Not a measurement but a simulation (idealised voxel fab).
You're looking at the process module voxel ribs on slabs.
For reference, the cross-section in this document is cut, with width 175 nm and square cells of 5 nm.
How to read a cross-section here: the picture is a grid of square cells, written as bands going from the top down, and any band can span one or more rows of cells. Read a band's entry like this: the first values are the height of its top and the height of its bottom in nm, and what follows is the sequence of materials from left to right, each with its width in nm. Note that "air" is empty space, and that a single material marked "everywhere" reaches across the band from edge to edge. Where do heights start? At 0: under that level the wafer as delivered is made of one material only. And the lowest band has no floor; it just carries on downward, as in "0 nm and below". When a width is written as two numbers, as in "30->40", the first number is the width in the top row of cells of the band and the second is the width in its bottom row, and the width changes by the same amount from each row to the next. Step note "stayed the same" = no cross-section cell changed. Closed empty spaces (no open way to the top) of 8 cells or more are what "Listed closed voids" lists, each as width x height at distance from the left edge, nm for all three. Step line, after settings: the simulator's comment on this step. A step line may carry the setting "overlay nm", which, for steps involving a mask, states the distance by which the mask lay to the right of its intended position; negative values denote displacement to the left.

Planned step list for the process
1 op RECEIVE | material Si
2 op DIRECTIONAL_DEP | material SiO2 | thk nm 20
3 op DIRECTIONAL_DEP | material polySi | thk nm 15
4 op DIRECTIONAL_DEP | material aC | thk nm 15
5 op PATTERN | tone cover | mask id RIB | material resist | width nm 30 | thk nm 35 | overlay nm 0
6 op DIRECTIONAL_ETCH | etch materials aC | depth nm 15
7 op STRIP | etch materials resist
8 op DIRECTIONAL_ETCH | etch materials polySi | depth nm 10
9 op STRIP | etch materials aC
10 op MASKED_ETCH | tone cover | mask id SLAB | width nm 70 | etch materials polySi | depth nm 5 | overlay nm 0
11 op FILL_DEP | material SiO2 | thk nm 20
12 op CMP | height nm 45
13 op DIRECTIONAL_DEP | material W | thk nm 10
14 op DIRECTIONAL_DEP | material aC | thk nm 15
15 op PATTERN | tone cover | mask id HEATER | material resist | width nm 40 | thk nm 35 | overlay nm 0
16 op DIRECTIONAL_ETCH | etch materials aC | depth nm 15
17 op STRIP | etch materials resist
18 op DIRECTIONAL_ETCH | etch materials W | depth nm 10
19 op STRIP | etch materials aC
20 op CONFORMAL_DEP | material SiO2 | thk nm 10

The first of a set of two wafers, run to plan

As-received wafer cross-section (after step 1)
* 0 nm and below: Si everywhere
* Listed closed voids: none

Once step 2 is through, the wafer looks like this in cross-section
* 20 nm to 0 nm: SiO2 everywhere
* Heights below 0 show no change.

Once step 3 is through, the wafer looks like this in cross-section
* 35 nm to 20 nm: polySi everywhere
* Heights below 20 show no change.

Once step 4 is through, the wafer looks like this in cross-section
* 50 nm to 35 nm: aC everywhere
* Heights below 35 show no change.

Once step 5 is through, the wafer looks like this in cross-section
* 85 nm to 50 nm: air: 70, then resist: 30, then air: 75
* Heights below 50 show no change.

Once step 6 is through, the wafer looks like this in cross-section
* 70 nm to 50 nm: air: 70, then resist: 30, then air: 75
* 50 nm to 35 nm: air: 70, then aC: 30, then air: 75
* Heights below 35 show no change.

Once step 7 is through, the wafer looks like this in cross-section
* 50 nm to 35 nm: air: 70, then aC: 30, then air: 75
* Heights below 35 show no change.

Once step 8 is through, the wafer looks like this in cross-section
* 50 nm to 35 nm: air: 70, then aC: 30, then air: 75
* 35 nm to 25 nm: air: 70, then polySi: 30, then air: 75
* Heights below 25 show no change.

Once step 9 is through, the wafer looks like this in cross-section
* 35 nm to 25 nm: air: 70, then polySi: 30, then air: 75
* Heights below 25 show no change.

Once step 10 is through, the wafer looks like this in cross-section
* 35 nm to 25 nm: air: 70, then polySi: 30, then air: 75
* 25 nm to 20 nm: air: 50, then polySi: 70, then air: 55
* Heights below 20 show no change.

Once step 11 is through, the wafer looks like this in cross-section
* 55 nm to 35 nm: SiO2 everywhere
* 35 nm to 25 nm: SiO2: 70, then polySi: 30, then SiO2: 75
* 25 nm to 20 nm: SiO2: 50, then polySi: 70, then SiO2: 55
* Heights below 20 show no change.

Once step 12 is through, the wafer looks like this in cross-section
* 45 nm to 35 nm: SiO2 everywhere
* Heights below 35 show no change.

Once step 13 is through, the wafer looks like this in cross-section
* 55 nm to 45 nm: W everywhere
* Heights below 45 show no change.

Once step 14 is through, the wafer looks like this in cross-section
* 70 nm to 55 nm: aC everywhere
* Heights below 55 show no change.

Once step 15 is through, the wafer looks like this in cross-section
* 105 nm to 70 nm: air: 65, then resist: 40, then air: 70
* Heights below 70 show no change.

Once step 16 is through, the wafer looks like this in cross-section
* 90 nm to 70 nm: air: 65, then resist: 40, then air: 70
* 70 nm to 55 nm: air: 65, then aC: 40, then air: 70
* Heights below 55 show no change.

Once step 17 is through, the wafer looks like this in cross-section
* 70 nm to 55 nm: air: 65, then aC: 40, then air: 70
* Heights below 55 show no change.

Once step 18 is through, the wafer looks like this in cross-section
* 70 nm to 55 nm: air: 65, then aC: 40, then air: 70
* 55 nm to 45 nm: air: 65, then W: 40, then air: 70
* Heights below 45 show no change.

Once step 19 is through, the wafer looks like this in cross-section
* 55 nm to 45 nm: air: 65, then W: 40, then air: 70
* Heights below 45 show no change.

Once step 20 is through, the wafer looks like this in cross-section
* 65 nm to 55 nm: air: 55, then SiO2: 60, then air: 60
* 55 nm to 45 nm: SiO2: 65, then W: 40, then SiO2: 70
* Heights below 45 show no change.

The second wafer began exactly as the first did and followed the same plan, but one mistake was made while running it; through step 3 inclusive, the two wafers are identical

Planned end of step 4: second wafer, cross-section
* 50 nm to 20 nm: polySi everywhere
* Heights below 20 show no change.

Planned end of step 5: second wafer, cross-section
* 85 nm to 50 nm: air: 70, then resist: 30, then air: 75
* Heights below 50 show no change.

Planned end of step 6: second wafer, cross-section
* 70 nm to 50 nm: air: 70, then resist: 30, then air: 75
* Heights below 50 show no change.

Planned end of step 7: second wafer, cross-section
* 50 nm to 20 nm: polySi everywhere
* Heights below 20 show no change.

Planned end of step 8: second wafer, cross-section
* 40 nm to 20 nm: polySi everywhere
* Heights below 20 show no change.

Planned end of step 9: second wafer, cross-section: stayed the same

Planned end of step 10: second wafer, cross-section
* 40 nm to 35 nm: air: 50, then polySi: 70, then air: 55
* Heights below 35 show no change.

Planned end of step 11: second wafer, cross-section
* 60 nm to 40 nm: SiO2 everywhere
* 40 nm to 35 nm: SiO2: 50, then polySi: 70, then SiO2: 55
* Heights below 35 show no change.

Planned end of step 12: second wafer, cross-section
* 45 nm to 40 nm: SiO2 everywhere
* Heights below 40 show no change.

Planned end of step 13: second wafer, cross-section
* 55 nm to 45 nm: W everywhere
* Heights below 45 show no change.

Planned end of step 14: second wafer, cross-section
* 70 nm to 55 nm: aC everywhere
* Heights below 55 show no change.

Planned end of step 15: second wafer, cross-section
* 105 nm to 70 nm: air: 65, then resist: 40, then air: 70
* Heights below 70 show no change.

Planned end of step 16: second wafer, cross-section
* 90 nm to 70 nm: air: 65, then resist: 40, then air: 70
* 70 nm to 55 nm: air: 65, then aC: 40, then air: 70
* Heights below 55 show no change.

Planned end of step 17: second wafer, cross-section
* 70 nm to 55 nm: air: 65, then aC: 40, then air: 70
* Heights below 55 show no change.

Planned end of step 18: second wafer, cross-section
* 70 nm to 55 nm: air: 65, then aC: 40, then air: 70
* 55 nm to 45 nm: air: 65, then W: 40, then air: 70
* Heights below 45 show no change.

Planned end of step 19: second wafer, cross-section
* 55 nm to 45 nm: air: 65, then W: 40, then air: 70
* Heights below 45 show no change.

Planned end of step 20: second wafer, cross-section
* 65 nm to 55 nm: air: 55, then SiO2: 60, then air: 60
* 55 nm to 45 nm: SiO2: 65, then W: 40, then SiO2: 70
* Heights below 45 show no change.
Misprocessing identified: step 4 off recipe, ran as op DIRECTIONAL_DEP | material polySi | thk nm 15
Final difference in cells, second wafer against first, listed per material as more or fewer: SiO2 -93; polySi +93
